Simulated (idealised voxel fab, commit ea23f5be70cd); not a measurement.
The document below concerns the process module designated voxel capacitor over wiring.
Section cut is 230 nm wide and gridded with 5 nm square cells.
A cross-section is a grid of square cells, given in bands from the top down. A band is one or more rows of cells.
Band entry format. Leading values: height of top, height of bottom, nm. Remainder: materials in left-to-right order, each with its width in nm. Special words: "full width" on a single material, which then fills the band edge to edge; "blank", empty space.
Height is counted from the level 0, under which the received wafer is composed throughout of one material. The lowest of the bands is not closed at the bottom but continues downward, in the notation "0 nm and below".
So if you see something like "30..40" for the width, read it as the top row of the band sitting at the first number and the bottom row at the second, with every row in between moving by the same amount as the last.
It should be understood that the words "remained unchanged", when stated for a given step, signify that the cross-section underwent no change in any of its cells during that step.
Under "Enclosed void listing" you'll find the enclosed gaps, the ones with no way out to the top, that are 8 cells or bigger; each reads width x height at distance, with distance counted from the left edge, everything in nm.
What comes after the settings on a step's line is commentary from the simulator itself on that step.
"overlay nm" denotes, for a step that has a mask, the displacement of the mask to the right of its planned place, with negative values corresponding to the left.

Set out below are the planned steps of the process
1,RECEIVE,material Si
2,CONFORMAL_DEP,material SiO2,thk nm 15
3,CONFORMAL_DEP,material SiN,thk nm 5
4,DIRECTIONAL_DEP,material SiO2,thk nm 15
5,MASKED_ETCH,tone open,mask id METAL_1,width nm 20,pitch nm 90,etch materials SiO2,depth nm 15,overlay nm 0
6,MASKED_ETCH,tone open,mask id METAL_1,width nm 20,pitch nm 90,etch materials SiN,depth nm 5,overlay nm 0
7,CONFORMAL_DEP,material TiN,thk nm 5
8,FILL_DEP,material Cu,thk nm 5
9,CMP,height nm 35
10,CONFORMAL_DEP,material SiCN,thk nm 5
11,DIRECTIONAL_DEP,material SiO2,thk nm 15
12,MASKED_ETCH,tone open,mask id PLUG_1,width nm 15,etch materials SiO2,depth nm 15,overlay nm 0
13,MASKED_ETCH,tone open,mask id PLUG_1,width nm 15,etch materials SiCN,depth nm 5,overlay nm 0
14,CONFORMAL_DEP,material TiN,thk nm 5
15,FILL_DEP,material Ru,thk nm 5
16,CMP,height nm 55
17,DIRECTIONAL_DEP,material TiN,thk nm 10
18,DIRECTIONAL_DEP,material HfO2,thk nm 5
19,DIRECTIONAL_DEP,material TiN,thk nm 10
20,MASKED_ETCH,tone cover,mask id UPPER_PLATE,width nm 75,etch materials TiN,depth nm 10,overlay nm 0
21,MASKED_ETCH,tone cover,mask id UPPER_PLATE,width nm 75,etch materials HfO2,depth nm 5,overlay nm 0
22,MASKED_ETCH,tone cover,mask id LOWER_PLATE,width nm 85,etch materials TiN,depth nm 10,overlay nm 0
23,FILL_DEP,material SiO2,thk nm 20
24,CMP,height nm 95
25,PATTERN,tone open,mask id PLUG_2,material resist,width nm 15,thk nm 15,overlay nm 0
26,DIRECTIONAL_ETCH,etch materials SiO2,depth nm 15
27,STRIP,etch materials resist
28,CONFORMAL_DEP,material TiN,thk nm 5
29,FILL_DEP,material W,thk nm 5
30,CMP,height nm 95
31,CONFORMAL_DEP,material SiN,thk nm 5
Among the wafers covered here, the point of difference is the thk nm at step 18; their starting state is shared, and the plan presents the value of the first wafer.

This is how the first of several wafers looked in cross-section when it arrived, which is after step 1
* 0 nm and below | Si full width
* Enclosed void listing: none

Cross-sectional representation of the first of several wafers at the end of the module, i.e. after its terminal step, step 31
* 100 nm to 95 nm | SiN full width
* 95 nm to 85 nm | SiO2 75 | TiN 5 | W 5 | TiN 5 | SiO2 140
* 85 nm to 80 nm | SiO2 75 | TiN 15 | SiO2 140
* 80 nm to 70 nm | SiO2 65 | TiN 75 | SiO2 90
* 70 nm to 65 nm | SiO2 65 | HfO2 75 | SiO2 90
* 65 nm to 55 nm | SiO2 60 | TiN 85 | SiO2 85
* 55 nm to 40 nm | SiO2 65 | TiN 5 | Ru 5 | TiN 5 | SiO2 150
* 40 nm to 35 nm | SiCN 65 | TiN 15 | SiCN 150
* 35 nm to 20 nm | SiO2 60 | TiN 5 | Cu 10 | TiN 5 | SiO2 70 | TiN 5 | Cu 10 | TiN 5 | SiO2 60
* 20 nm to 15 nm | SiN 60 | TiN 20 | SiN 70 | TiN 20 | SiN 60
* 15 nm to 0 nm | SiO2 full width
* 0 nm and below | Si full width
* Enclosed void listing: none

Cross-sectional view of the final wafer of several at the module's end
* 100 nm to 95 nm | SiN full width
* 95 nm to 85 nm | SiO2 65 | TiN 75 | SiO2 90
* 85 nm to 80 nm | SiO2 65 | HfO2 75 | SiO2 90
* 80 nm to 65 nm | HfO2 full width
* 65 nm to 55 nm | TiN full width
* 55 nm to 40 nm | SiO2 65 | TiN 5 | Ru 5 | TiN 5 | SiO2 150
* 40 nm to 35 nm | SiCN 65 | TiN 15 | SiCN 150
* 35 nm to 20 nm | SiO2 60 | TiN 5 | Cu 10 | TiN 5 | SiO2 70 | TiN 5 | Cu 10 | TiN 5 | SiO2 60
* 20 nm to 15 nm | SiN 60 | TiN 20 | SiN 70 | TiN 20 | SiN 60
* 15 nm to 0 nm | SiO2 full width
* 0 nm and below | Si full width
* Enclosed void listing: none

Per wafer, end of module: cells gained (+) or lost (-) per material since receipt, then closed voids
thk nm 5, +12 Cu, +15 HfO2, +3 Ru, +43 SiCN, +84 SiN, +661 SiO2, +100 TiN, +2 W, Enclosed void listing: none
thk nm 10, +12 Cu, +61 HfO2, +3 Ru, +43 SiCN, +84 SiN, +560 SiO2, +156 TiN, +1 W, Enclosed void listing: none
thk nm 15, +12 Cu, +107 HfO2, +3 Ru, +43 SiCN, +84 SiN, +517 SiO2, +154 TiN, Enclosed void listing: none
thk nm 20, +12 Cu, +153 HfO2, +3 Ru, +43 SiCN, +84 SiN, +474 SiO2, +151 TiN, Enclosed void listing: none
